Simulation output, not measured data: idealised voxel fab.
Process module, titled voxel spacer lines
It is cross-section cut that appears here, measuring 300 nm in width, its square cells being 5 nm in size.
A cross-section is a grid of square cells, given in bands from the top down. A band is one or more rows of cells. What a band's entry tells you: where the top is and where the bottom is, as heights in nm, and after that what lies inside, material by material from left to right, each with its width in nm. Empty space is written as the word "blank", and a single material marked with the word "all across" occupies the band from edge to edge. Below 0: as-received wafer, all one material; heights counted from there. Lowest band: no bottom, goes on down, written "0 -> down". Width: "30->40" (first number = top row, second number = bottom row, same change from row to row of cells). "nothing changed" after a step means that no cell of the cross-section changed. Look at "Closed void entries" for the closed voids: empty spaces with no open path to the top, sized 8 cells or up. Each is width x height at distance, distance from the left edge, all nm. after a step's settings: what the simulator itself notes on the step. overlay nm: on a step with a mask, how far right of its planned place the mask lay; negative means left.
-- Set out below are the planned steps of the process
| 1 | RECEIVE [material Si] |
| 2 | CONFORMAL_DEP [material Al2O3] [thk nm 5] |
| 3 | DIRECTIONAL_DEP [material TiN] [thk nm 15] |
| 4 | DIRECTIONAL_DEP [material aC] [thk nm 25] |
| 5 | PATTERN [tone cover] [mask id MANDREL] [material resist] [width nm 15] [pitch nm 60] [thk nm 30] [overlay nm 0] |
| 6 | DIRECTIONAL_ETCH [etch materials aC] [depth nm 25] |
| 7 | STRIP [etch materials resist] |
| 8 | CONFORMAL_DEP [material SiO2] [thk nm 15] |
| 9 | DIRECTIONAL_ETCH [etch materials SiO2] [depth nm 15] |
| 10 | STRIP [etch materials aC] |
| 11 | DIRECTIONAL_ETCH [etch materials TiN] [depth nm 15] |
| 12 | STRIP [etch materials SiO2] |
-- First wafer, two in total, run as planned
-- Wafer cross-section on receipt, i.e. after step 1
	0 -> down: Si all across
	Closed void entries: none
-- The wafer in cross-section once step 2 is complete
	5 -> 0: Al2O3 all across
	below 0: unchanged
-- The wafer in cross-section once step 3 is complete
	20 -> 5: TiN all across
	below 5: unchanged
-- The wafer in cross-section once step 4 is complete
	45 -> 20: aC all across
	below 20: unchanged
-- The wafer in cross-section once step 5 is complete
	75 -> 45: blank 110, resist 15, blank 45, resist 15, blank 115
	below 45: unchanged
-- The wafer in cross-section once step 6 is complete
	50 -> 45: blank 110, resist 15, blank 45, resist 15, blank 115
	45 -> 20: blank 110, aC 15, blank 45, aC 15, blank 115
	below 20: unchanged
-- The wafer in cross-section once step 7 is complete
	45 -> 20: blank 110, aC 15, blank 45, aC 15, blank 115
	below 20: unchanged
-- The wafer in cross-section once step 8 is complete
	60 -> 45: blank 95, SiO2 45, blank 15, SiO2 45, blank 100
	45 -> 35: blank 95, SiO2 15, aC 15, SiO2 15, blank 15, SiO2 15, aC 15, SiO2 15, blank 100
	35 -> 20: SiO2 110, aC 15, SiO2 45, aC 15, SiO2 115
	below 20: unchanged
-- The wafer in cross-section once step 9 is complete
	45 -> 20: blank 95, SiO2 15, aC 15, SiO2 15, blank 15, SiO2 15, aC 15, SiO2 15, blank 100
	below 20: unchanged
-- The wafer in cross-section once step 10 is complete
	45 -> 20: blank 95, SiO2 15, blank 15, SiO2 15, blank 15, SiO2 15, blank 15, SiO2 15, blank 100
	below 20: unchanged
-- The wafer in cross-section once step 11 is complete
	45 -> 20: blank 95, SiO2 15, blank 15, SiO2 15, blank 15, SiO2 15, blank 15, SiO2 15, blank 100
	20 -> 5: blank 95, TiN 15, blank 15, TiN 15, blank 15, TiN 15, blank 15, TiN 15, blank 100
	below 5: unchanged
-- The wafer in cross-section once step 12 is complete
	20 -> 5: blank 95, TiN 15, blank 15, TiN 15, blank 15, TiN 15, blank 15, TiN 15, blank 100
	below 5: unchanged
-- Second wafer - shared start and plan with the first - one error in running - same as the first up to step 2 inclusive
-- At the planned end of step 3, the second wafer in cross-section
	10 -> 5: TiN all across
	below 5: unchanged
-- At the planned end of step 4, the second wafer in cross-section
	35 -> 10: aC all across
	below 10: unchanged
-- At the planned end of step 5, the second wafer in cross-section
	65 -> 35: blank 110, resist 15, blank 45, resist 15, blank 115
	below 35: unchanged
-- At the planned end of step 6, the second wafer in cross-section
	40 -> 35: blank 110, resist 15, blank 45, resist 15, blank 115
	35 -> 10: blank 110, aC 15, blank 45, aC 15, blank 115
	below 10: unchanged
-- At the planned end of step 7, the second wafer in cross-section
	35 -> 10: blank 110, aC 15, blank 45, aC 15, blank 115
	below 10: unchanged
-- At the planned end of step 8, the second wafer in cross-section
	50 -> 35: blank 95, SiO2 45, blank 15, SiO2 45, blank 100
	35 -> 25: blank 95, SiO2 15, aC 15, SiO2 15, blank 15, SiO2 15, aC 15, SiO2 15, blank 100
	25 -> 10: SiO2 110, aC 15, SiO2 45, aC 15, SiO2 115
	below 10: unchanged
-- At the planned end of step 9, the second wafer in cross-section
	35 -> 10: blank 95, SiO2 15, aC 15, SiO2 15, blank 15, SiO2 15, aC 15, SiO2 15, blank 100
	below 10: unchanged
-- At the planned end of step 10, the second wafer in cross-section
	35 -> 10: blank 95, SiO2 15, blank 15, SiO2 15, blank 15, SiO2 15, blank 15, SiO2 15, blank 100
	below 10: unchanged
-- At the planned end of step 11, the second wafer in cross-section
	35 -> 10: blank 95, SiO2 15, blank 15, SiO2 15, blank 15, SiO2 15, blank 15, SiO2 15, blank 100
	10 -> 5: blank 95, TiN 15, blank 15, TiN 15, blank 15, TiN 15, blank 15, TiN 15, blank 100
	below 5: unchanged
-- At the planned end of step 12, the second wafer in cross-section
	10 -> 5: blank 95, TiN 15, blank 15, TiN 15, blank 15, TiN 15, blank 15, TiN 15, blank 100
	below 5: unchanged
Heads up, the wafer didn't run the way we planned it: step 3 did not happen as planned, as run it was DIRECTIONAL_DEP [material TiN] [thk nm 5]
Heads up, by the end the second wafer has more or fewer cells of some materials compared to the first: TiN: 24 fewer
